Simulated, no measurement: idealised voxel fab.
process module | voxel capacitor over wiring
Section shown: cut. Width: 295 nm. Cell size: 5 nm, square.
Think of the cross-section as a grid of square cells. We describe it in bands, top to bottom, and each band covers one or more rows of those cells. What a band's entry tells you: where the top is and where the bottom is, as heights in nm, and after that what lies inside, material by material from left to right, each with its width in nm. Empty space is written as the word "empty", and a single material marked with the word "everywhere" occupies the band from edge to edge. For the purposes of this specification, 0 denotes the height below which the wafer in its as-received condition is composed wholly of one material, and the lowermost band, lacking a lower limit, extends downward without end, as expressed in "0 -> down". The expression "30 to 40" gives the width at the extremes of the band, the first number at its top row of cells and the second at its bottom row, with the width changing by equal amounts from each row to the next in between. "left unchanged" after a step means that no cell of the cross-section changed. If an empty space has no open way to the top and is at least 8 cells in size, "Trapped voids" lists it, written width x height at distance, where distance is measured from the left edge and every value is in nm. It should be noted that, on the line of a given step, the content following the step's settings is a remark produced by the simulator itself with respect to that step. overlay nm: on a step with a mask, how far right of its planned place the mask lay; negative means left.

Set out below are the planned steps of the process
1. RECEIVE [material Si]
2. CONFORMAL_DEP [material SiO2] [thk nm 10]
3. CONFORMAL_DEP [material SiCN] [thk nm 5]
4. DIRECTIONAL_DEP [material SiO2] [thk nm 25]
5. MASKED_ETCH [tone open] [mask id METAL_1] [width nm 20] [pitch nm 85] [etch materials SiO2] [depth nm 25] [overlay nm 0]
6. MASKED_ETCH [tone open] [mask id METAL_1] [width nm 20] [pitch nm 85] [etch materials SiCN] [depth nm 5] [overlay nm 0]
7. CONFORMAL_DEP [material TiN] [thk nm 5]
8. FILL_DEP [material W] [thk nm 5]
9. CMP [height nm 40]
10. CONFORMAL_DEP [material SiCN] [thk nm 5]
11. DIRECTIONAL_DEP [material lowk] [thk nm 10]
12. DIRECTIONAL_DEP [material aC] [thk nm 10]
13. PATTERN [tone open] [mask id PLUG_1] [material resist] [width nm 15] [thk nm 30] [overlay nm 0]
14. DIRECTIONAL_ETCH [etch materials aC] [depth nm 10]
15. STRIP [etch materials resist]
16. DIRECTIONAL_ETCH [etch materials lowk] [depth nm 10]
17. DIRECTIONAL_ETCH [etch materials SiCN] [depth nm 5]
18. STRIP [etch materials aC]
19. EPI [material Ru] [thk nm 10]
20. EPI [material Ru] [thk nm 5]
21. DIRECTIONAL_DEP [material TiN] [thk nm 10]
22. DIRECTIONAL_DEP [material HfO2] [thk nm 5]
23. DIRECTIONAL_DEP [material TiN] [thk nm 5]
24. MASKED_ETCH [tone cover] [mask id UPPER_PLATE] [width nm 70] [etch materials TiN] [depth nm 5] [overlay nm 0]
25. MASKED_ETCH [tone cover] [mask id UPPER_PLATE] [width nm 70] [etch materials HfO2] [depth nm 5] [overlay nm 0]
26. MASKED_ETCH [tone cover] [mask id LOWER_PLATE] [width nm 80] [etch materials TiN] [depth nm 10] [overlay nm 0]
27. FILL_DEP [material SiO2] [thk nm 15]
28. CMP [height nm 85]
29. PATTERN [tone open] [mask id PLUG_2] [material resist] [width nm 15] [thk nm 20] [overlay nm 0]
30. DIRECTIONAL_ETCH [etch materials SiO2] [depth nm 10]
31. STRIP [etch materials resist]
32. CONFORMAL_DEP [material TiN] [thk nm 5]
33. FILL_DEP [material Ru] [thk nm 5]
34. CMP [height nm 85]
35. CONFORMAL_DEP [material SiCN] [thk nm 5]

As-received state of the wafer in cross-section, equivalent to post-step 1
> 0 -> down | Si everywhere
> Trapped voids: none

Module complete, cross-section. Starting point and plan per above. One mistake made in running the module
> 95 -> 90 | SiCN everywhere
> 90 -> 85 | 115 TiN | 5 Ru | 175 TiN
> 85 -> 80 | 110 SiO2 | 5 TiN | 5 Ru | 5 TiN | 170 SiO2
> 80 -> 70 | 110 to 100 SiO2 | 15 to 70 TiN | 170 to 125 SiO2
> 70 -> 65 | 100 SiO2 | 70 HfO2 | 125 SiO2
> 65 -> 55 | 95 SiO2 | 80 TiN | 120 SiO2
> 55 -> 45 | 100 lowk | 15 Ru | 180 lowk
> 45 -> 40 | 100 SiCN | 15 Ru | 180 SiCN
> 40 -> 15 | 95 SiO2 | 5 TiN | 10 W | 5 TiN | 65 SiO2 | 5 TiN | 10 W | 5 TiN | 95 SiO2
> 15 -> 10 | 95 SiCN | 20 TiN | 65 SiCN | 20 TiN | 95 SiCN
> 10 -> 0 | SiO2 everywhere
> 0 -> down | Si everywhere
> Trapped voids: none
What broke from the plan during processing? in deviation from the planned setting, step 34 was conducted as CMP [height nm 90]
